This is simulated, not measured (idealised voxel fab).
voxel transistor to metal: a process module
The width of the displayed cross-section, cut, is 175 nm; its cells are square, with a size of 5 nm.
Cross-section = grid of square cells, listed top down in bands; band = one or more rows. Heights first: top, then bottom, in nm. Then materials, left to right, each with a width in nm. "all across" on a single material: fills the band edge to edge. "blank": empty space. The reference from which all heights are counted is 0, the level beneath which the as-received wafer is entirely one material; the lowest band, having no lower bound, proceeds downward and is written after the example "0 nm and below". You'd read "30 to 40" like this: the band's top row of cells is as wide as the first number, its bottom row is as wide as the second, and going down, every row changes width by the same amount as the row before did. You'll sometimes find "all unchanged" written for a step, and that's the way of saying that nowhere in the cross-section did a cell change during that step. For the entry "Sealed internal voids", the listed items are empty spaces with no open way to the top whose size is 8 cells or more; each item follows the pattern width x height at distance, where distance is from the left edge and all three are in nm. Anything after a step's settings on that line? It's the simulator's own note about the step. overlay nm: step with mask; distance mask lay right of planned place; negative value = left of planned place.
## Below is the list of planned process steps
1,RECEIVE, material Si
2,OXIDIZE, depth nm 5
3,CONFORMAL_DEP, material SiN, thk nm 10
4,PATTERN, tone cover, mask id ACTIVE, material resist, width nm 105, thk nm 20, overlay nm 0
5,DIRECTIONAL_ETCH, etch materials SiN, depth nm 10
6,DIRECTIONAL_ETCH, etch materials SiO2, depth nm 5
7,DIRECTIONAL_ETCH, etch materials Si, depth nm 25
8,STRIP, etch materials resist
9,OXIDIZE, depth nm 5
10,FILL_DEP, material SiO2, thk nm 15
11,CMP, height nm 10
12,SELECTIVE_ETCH, etch materials SiO2, depth nm 5
13,STRIP, etch materials SiN
14,SELECTIVE_ETCH, etch materials SiO2, depth nm 5
15,OXIDIZE, depth nm 5
16,DIRECTIONAL_DEP, material polySi, thk nm 20
17,DIRECTIONAL_DEP, material SiCN, thk nm 10
18,MASKED_ETCH, tone cover, mask id GATE, width nm 25, etch materials SiCN, depth nm 20, overlay nm 0
19,MASKED_ETCH, tone cover, mask id GATE, width nm 25, etch materials polySi, depth nm 30, overlay nm 0
20,CONFORMAL_DEP, material SiO2, thk nm 5
21,DIRECTIONAL_ETCH, etch materials SiO2, depth nm 5
22,CONFORMAL_DEP, material SiN, thk nm 10
23,DIRECTIONAL_ETCH, etch materials SiN, depth nm 10
24,DIRECTIONAL_ETCH, etch materials SiO2, depth nm 5
25,DIRECTIONAL_ETCH, etch materials Si, depth nm 15
26,EPI, material nSi, thk nm 15
27,FILL_DEP, material SiO2, thk nm 5
28,CMP, height nm 15
29,STRIP, etch materials polySi
30,SELECTIVE_ETCH, etch materials SiO2, depth nm 5
31,CONFORMAL_DEP, material HfO2, thk nm 5
32,CONFORMAL_DEP, material TiN, thk nm 5
33,FILL_DEP, material W, thk nm 10
34,CMP, height nm 10
35,DIRECTIONAL_DEP, material SiO2, thk nm 15
36,DIRECTIONAL_DEP, material aC, thk nm 10
37,PATTERN, tone open, mask id CONTACT, material resist, width nm 20, pitch nm 75, thk nm 30, overlay nm 0
38,DIRECTIONAL_ETCH, etch materials aC, depth nm 10
39,STRIP, etch materials resist
40,DIRECTIONAL_ETCH, etch materials SiO2, depth nm 20
41,STRIP, etch materials aC
42,CONFORMAL_DEP, material TiN, thk nm 5
43,FILL_DEP, material W, thk nm 10
44,CMP, height nm 25
45,DIRECTIONAL_DEP, material TiN, thk nm 5
46,DIRECTIONAL_DEP, material W, thk nm 15
47,PATTERN, tone cover, mask id METAL_1, material resist, width nm 20, pitch nm 75, thk nm 20, overlay nm 0
48,DIRECTIONAL_ETCH, etch materials W, depth nm 15
49,DIRECTIONAL_ETCH, etch materials TiN, depth nm 5
50,STRIP, etch materials resist
51,FILL_DEP, material SiO2, thk nm 10
52,CMP, height nm 45
53,CONFORMAL_DEP, material SiCN, thk nm 5
54,DIRECTIONAL_DEP, material SiO2, thk nm 25
55,MASKED_ETCH, tone open, mask id METAL_2, width nm 20, pitch nm 75, etch materials SiO2, depth nm 15, overlay nm 0
56,MASKED_ETCH, tone open, mask id METAL_2_HOLES, width nm 15, pitch nm 75, etch materials SiO2, depth nm 10, overlay nm 0
57,MASKED_ETCH, tone open, mask id METAL_2_HOLES, width nm 15, pitch nm 75, etch materials SiCN, depth nm 5, overlay nm 0
58,CONFORMAL_DEP, material TiN, thk nm 5
59,FILL_DEP, material Cu, thk nm 5
60,CMP, height nm 75
61,CONFORMAL_DEP, material SiN, thk nm 5
## As-received wafer cross-section (after step 1)
0 nm and below: Si all across
Sealed internal voids: none
## The plan above was carried out on the starting structure above with one mistake, and this cross-section shows the wafer at the end of the module
80 nm to 75 nm: SiN all across
75 nm to 70 nm: Cu all across
70 nm to 65 nm: TiN 45 nm / Cu 10 nm / TiN 65 nm / Cu 10 nm / TiN 45 nm
65 nm to 60 nm: SiO2 40 nm / TiN 20 nm / SiO2 55 nm / TiN 20 nm / SiO2 40 nm
60 nm to 50 nm: SiO2 55 nm / TiN 5 nm / SiO2 70 nm / TiN 5 nm / SiO2 40 nm
50 nm to 45 nm: SiCN all across
45 nm to 30 nm: SiO2 40 nm / W 20 nm / SiO2 55 nm / W 20 nm / SiO2 40 nm
30 nm to 25 nm: SiO2 40 nm / TiN 20 nm / SiO2 55 nm / TiN 20 nm / SiO2 40 nm
25 nm to 10 nm: SiO2 40 nm / TiN 5 nm / W 10 nm / TiN 5 nm / SiO2 55 nm / TiN 5 nm / W 10 nm / TiN 5 nm / SiO2 40 nm
10 nm to 5 nm: SiO2 40 nm / TiN 20 nm / SiN 10 nm / HfO2 5 nm / TiN 5 nm / W 15 nm / TiN 5 nm / HfO2 5 nm / SiN 10 nm / TiN 20 nm / SiO2 40 nm
5 nm to 0 nm: SiO2 40 nm / nSi 20 nm / SiN 10 nm / HfO2 5 nm / TiN 5 nm / W 15 nm / TiN 5 nm / HfO2 5 nm / SiN 10 nm / nSi 20 nm / SiO2 40 nm
0 nm to -5 nm: SiO2 35 nm / SiN 10 nm / nSi 15 nm / SiN 10 nm / HfO2 5 nm / TiN 25 nm / HfO2 5 nm / SiN 10 nm / nSi 15 nm / SiN 10 nm / SiO2 35 nm
-5 nm to -10 nm: SiO2 45 nm / nSi 15 nm / SiO2 10 nm / HfO2 35 nm / SiO2 10 nm / nSi 15 nm / SiO2 45 nm
-10 nm to -25 nm: SiO2 40 nm / Si 5 nm / nSi 15 nm / Si 55 nm / nSi 15 nm / Si 5 nm / SiO2 40 nm
-25 nm to -35 nm: SiO2 40 nm / Si 95 nm / SiO2 40 nm
-35 nm and below: Si all across
Sealed internal voids: none
Which mistake was made when the wafer was run? step 56, actual vs plan mismatch, actual run MASKED_ETCH, tone cover, mask id METAL_2_HOLES, width nm 15, pitch nm 75, etch materials SiO2, depth nm 10, overlay nm 0
